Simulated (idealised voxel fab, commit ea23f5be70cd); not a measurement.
process module | voxel released beams
cross-section cut | 255 nm wide | cells 5 nm
A cross-section is a grid of square cells, given in bands from the top down. A band is one or more rows of cells.
Each band's line starts with the height of the band's top and of its bottom, in nm. Then come its materials from left to right, each with its width in nm. One material with "throughout" fills the band from edge to edge. "air" is empty space.
Height 0 is the level under which the wafer as received is all one material. The lowest band goes on downwards, as in "0 down".
A width such as "30 to 40" changes by the same amount from each row of cells to the next, from the band's top row to its bottom row.
"no change" after a step means that no cell of the cross-section changed.
closed voids: empty space of 8 cells or more with no open way to the top, each as width x height at its distance from the left edge, in nm
after a step's settings: what the simulator itself notes on the step
overlay nm, on a step with a mask: how far to the right of its planned place the mask lay; to the left if negative
plan
1 op RECEIVE | material Si
2 op CONFORMAL_DEP | material SiN | thk nm 5
3 op DIRECTIONAL_DEP | material SiO2 | thk nm 20
4 op MASKED_ETCH | tone open | mask id ANCHOR | width nm 40 | etch materials SiO2 | depth nm 20 | overlay nm 0
5 op CONFORMAL_DEP | material TiN | thk nm 15
6 op DIRECTIONAL_DEP | material aC | thk nm 10
7 op PATTERN | tone cover | mask id BEAM | material resist | width nm 85 | thk nm 25 | overlay nm 0
8 op DIRECTIONAL_ETCH | etch materials aC | depth nm 10
9 op STRIP | etch materials resist
10 op DIRECTIONAL_ETCH | etch materials TiN | depth nm 15
11 op STRIP | etch materials aC
12 op STRIP | etch materials SiO2
first wafer, as planned
as received, after step 1
  0 down: Si throughout
  closed voids: none
after step 2
  5 to 0: SiN throughout
  below 0: unchanged
after step 3
  25 to 5: SiO2 throughout
  below 5: unchanged
after step 4
  25 to 5: SiO2 85 | air 40 | SiO2 130
  below 5: unchanged
after step 5
  40 to 25: TiN 100 | air 10 | TiN 145
  25 to 20: SiO2 85 | TiN 15 | air 10 | TiN 15 | SiO2 130
  20 to 5: SiO2 85 | TiN 40 | SiO2 130
  below 5: unchanged
after step 6
  50 to 40: aC 100 | air 10 | aC 145
  40 to 30: TiN 100 | air 10 | TiN 145
  30 to 25: TiN 100 | aC 10 | TiN 145
  25 to 20: SiO2 85 | TiN 15 | aC 10 | TiN 15 | SiO2 130
  below 20: unchanged
after step 7
  75 to 50: air 80 | resist 85 | air 90
  50 to 40: aC 100 | resist 10 | aC 145
  40 to 30: TiN 100 | resist 10 | TiN 145
  below 30: unchanged
after step 8
  65 to 50: air 80 | resist 85 | air 90
  50 to 40: air 80 | aC 20 | resist 10 | aC 55 | air 90
  below 40: unchanged
after step 9
  50 to 40: air 80 | aC 20 | air 10 | aC 55 | air 90
  40 to 30: TiN 100 | air 10 | TiN 145
  below 30: unchanged
after step 10
  50 to 40: air 80 | aC 20 | air 10 | aC 55 | air 90
  40 to 30: air 80 | TiN 20 | air 10 | TiN 55 | air 90
  30 to 25: air 80 | TiN 20 | aC 10 | TiN 55 | air 90
  below 25: unchanged
after step 11
  40 to 25: air 80 | TiN 20 | air 10 | TiN 55 | air 90
  25 to 20: SiO2 85 | TiN 15 | air 10 | TiN 15 | SiO2 130
  below 20: unchanged
after step 12
  40 to 25: air 80 | TiN 20 | air 10 | TiN 55 | air 90
  25 to 20: air 85 | TiN 15 | air 10 | TiN 15 | air 130
  20 to 5: air 85 | TiN 40 | air 130
  below 5: unchanged
second wafer: like start, like plan, one mistake. Through step 3 it matches the first wafer
when step 4 should have ended
  25 to 5: SiO2 75 | air 40 | SiO2 140
  below 5: unchanged
when step 5 should have ended
  40 to 25: TiN 90 | air 10 | TiN 155
  25 to 20: SiO2 75 | TiN 15 | air 10 | TiN 15 | SiO2 140
  20 to 5: SiO2 75 | TiN 40 | SiO2 140
  below 5: unchanged
when step 6 should have ended
  50 to 40: aC 90 | air 10 | aC 155
  40 to 30: TiN 90 | air 10 | TiN 155
  30 to 25: TiN 90 | aC 10 | TiN 155
  25 to 20: SiO2 75 | TiN 15 | aC 10 | TiN 15 | SiO2 140
  below 20: unchanged
when step 7 should have ended
  75 to 50: air 80 | resist 85 | air 90
  50 to 40: aC 90 | resist 10 | aC 155
  40 to 30: TiN 90 | resist 10 | TiN 155
  below 30: unchanged
when step 8 should have ended
  65 to 50: air 80 | resist 85 | air 90
  50 to 40: air 80 | aC 10 | resist 10 | aC 65 | air 90
  below 40: unchanged
when step 9 should have ended
  50 to 40: air 80 | aC 10 | air 10 | aC 65 | air 90
  40 to 30: TiN 90 | air 10 | TiN 155
  below 30: unchanged
when step 10 should have ended
  50 to 40: air 80 | aC 10 | air 10 | aC 65 | air 90
  40 to 30: air 80 | TiN 10 | air 10 | TiN 65 | air 90
  30 to 25: air 80 | TiN 10 | aC 10 | TiN 65 | air 90
  below 25: unchanged
when step 11 should have ended
  40 to 25: air 80 | TiN 10 | air 10 | TiN 65 | air 90
  25 to 20: SiO2 75 | TiN 15 | air 10 | TiN 15 | SiO2 140
  below 20: unchanged
when step 12 should have ended
  40 to 25: air 80 | TiN 10 | air 10 | TiN 65 | air 90
  25 to 20: air 75 | TiN 15 | air 10 | TiN 15 | air 140
  20 to 5: air 75 | TiN 40 | air 140
  below 5: unchanged
what went wrong: step 4 ran as: op MASKED_ETCH | tone open | mask id ANCHOR | width nm 40 | etch materials SiO2 | depth nm 20 | overlay nm -10
at the end the second wafer has, in cells: as many of each material as the first, in other places
